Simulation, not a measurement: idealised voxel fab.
This section sets out a process module, namely voxel capacitor over wiring.
Square cell edge 5 nm, section width 195 nm, ID cut.
Cross-section, as written here: a square-cell grid given band by band from the top down, where a band holds one or more rows of cells. A band entry consists of two parts. The first gives the height of the band's top and the height of its bottom, in nm. The rest lists the band's materials from left to right, each with its width in nm. A single material labelled with the word "all across" fills the band from edge to edge, and the word "blank" marks empty space. Heights are expressed relative to 0, this being the level below which the as-received wafer comprises one material exclusively. The lowest band is unbounded in the downward direction and is denoted as in "0 down". The expression "30 to 40" gives the width at the extremes of the band, the first number at its top row of cells and the second at its bottom row, with the width changing by equal amounts from each row to the next in between. "identical to before" means the step left every cell of the cross-section as it was. Enclosed empty spaces: empty space of 8 cells or more with no open way to the top, each as width x height at its distance from the left edge, in nm. Post-settings text on a step line: simulator's own remark regarding the step. overlay nm: step with mask; distance mask lay right of planned place; negative value = left of planned place.
The steps planned for the process are as follows:
1. RECEIVE: material Si
2. CONFORMAL_DEP: material SiO2, thk nm 10
3. DIRECTIONAL_DEP: material TiN, thk nm 5
4. DIRECTIONAL_DEP: material W, thk nm 25
5. DIRECTIONAL_DEP: material aC, thk nm 15
6. PATTERN: tone cover, mask id METAL_1, material resist, width nm 30, pitch nm 85, thk nm 30, overlay nm 0
7. DIRECTIONAL_ETCH: etch materials aC, depth nm 15
8. STRIP: etch materials resist
9. DIRECTIONAL_ETCH: etch materials W, depth nm 25
10. DIRECTIONAL_ETCH: etch materials TiN, depth nm 5
11. STRIP: etch materials aC
12. FILL_DEP: material lowk, thk nm 10
13. CMP: height nm 40
14. CONFORMAL_DEP: material SiCN, thk nm 5
15. DIRECTIONAL_DEP: material lowk, thk nm 15
16. MASKED_ETCH: tone open, mask id PLUG_1, width nm 15, etch materials lowk, depth nm 15, overlay nm 0
17. MASKED_ETCH: tone open, mask id PLUG_1, width nm 15, etch materials SiCN, depth nm 5, overlay nm 0
18. EPI: material Ru, thk nm 10
19. EPI: material Ru, thk nm 10
20. DIRECTIONAL_DEP: material TiN, thk nm 10
21. DIRECTIONAL_DEP: material Al2O3, thk nm 5
22. DIRECTIONAL_DEP: material TiN, thk nm 10
23. MASKED_ETCH: tone cover, mask id UPPER_PLATE, width nm 60, etch materials TiN, depth nm 10, overlay nm 0
24. MASKED_ETCH: tone cover, mask id UPPER_PLATE, width nm 60, etch materials Al2O3, depth nm 5, overlay nm 0
25. DIRECTIONAL_DEP: material aC, thk nm 15
26. PATTERN: tone cover, mask id LOWER_PLATE, material resist, width nm 70, thk nm 30, overlay nm 0
27. DIRECTIONAL_ETCH: etch materials aC, depth nm 15
28. STRIP: etch materials resist
29. DIRECTIONAL_ETCH: etch materials TiN, depth nm 10
30. STRIP: etch materials aC
31. FILL_DEP: material SiO2, thk nm 20
32. CMP: height nm 100
33. PATTERN: tone open, mask id PLUG_2, material resist, width nm 15, thk nm 15, overlay nm 0
34. DIRECTIONAL_ETCH: etch materials SiO2, depth nm 15
35. STRIP: etch materials resist
36. CONFORMAL_DEP: material TiN, thk nm 5
37. FILL_DEP: material W, thk nm 5
38. CMP: height nm 100
39. CONFORMAL_DEP: material SiCN, thk nm 5
Shown in cross-section is the wafer as received, that is, as it stands after step 1:
* 0 down | Si all across
* Enclosed empty spaces: none
Cross-sectional image of the first of two wafers at the end of the module, the run having proceeded as planned:
* 105 to 100 | SiCN all across
* 100 to 90 | SiO2 (65) / TiN (5) / W (5) / TiN (5) / SiO2 (115)
* 90 to 85 | SiO2 (65) / TiN (15) / SiO2 (115)
* 85 to 75 | SiO2 (55) / TiN (60) / SiO2 (80)
* 75 to 70 | SiO2 (55) / Al2O3 (60) / SiO2 (80)
* 70 to 60 | SiO2 (50) / TiN (70) / SiO2 (75)
* 60 to 45 | lowk (55) / Ru (15) / lowk (125)
* 45 to 40 | SiCN (55) / Ru (15) / SiCN (125)
* 40 to 15 | lowk (40) / W (30) / lowk (55) / W (30) / lowk (40)
* 15 to 10 | lowk (40) / TiN (30) / lowk (55) / TiN (30) / lowk (40)
* 10 to 0 | SiO2 all across
* 0 down | Si all across
* Enclosed empty spaces: none
Second of two wafers, module complete, sectioned: it shares the first wafer's start and plan but was run with one mistake:
* 105 to 100 | SiCN all across
* 100 to 90 | SiO2 (65) / TiN (5) / W (5) / TiN (5) / SiO2 (115)
* 90 to 85 | SiO2 (65) / TiN (15) / SiO2 (115)
* 85 to 75 | SiO2 (70) / TiN (45) / SiO2 (80)
* 75 to 70 | SiO2 (70) / Al2O3 (45) / SiO2 (80)
* 70 to 65 | SiO2 (50) / TiN (5) / SiO2 (15) / TiN (50) / SiO2 (75)
* 65 to 60 | SiO2 (50) / TiN (70) / SiO2 (75)
* 60 to 55 | lowk (55) / TiN (15) / lowk (125)
* 55 to 50 | lowk (55) / Al2O3 (15) / lowk (125)
* 50 to 45 | lowk (55) / TiN (15) / lowk (125)
* 45 to 40 | SiCN (55) / TiN (15) / SiCN (125)
* 40 to 15 | W (40) / lowk (30) / W (55) / lowk (30) / W (40)
* 15 to 10 | TiN (40) / lowk (30) / TiN (55) / lowk (30) / TiN (40)
* 10 to 0 | SiO2 all across
* 0 down | Si all across
* Enclosed empty spaces: none
Error vs. plan: it should be noted that step 6 was executed with settings other than those planned, the operation and settings actually applied being PATTERN: tone open, mask id METAL_1, material resist, width nm 30, pitch nm 85, thk nm 30, overlay nm 0
It is noted that, at the conclusion of processing, the second wafer exhibits a higher or lower cell count for certain materials relative to the first: Ru -12; SiO2 +12; TiN +15; W +75; lowk -90
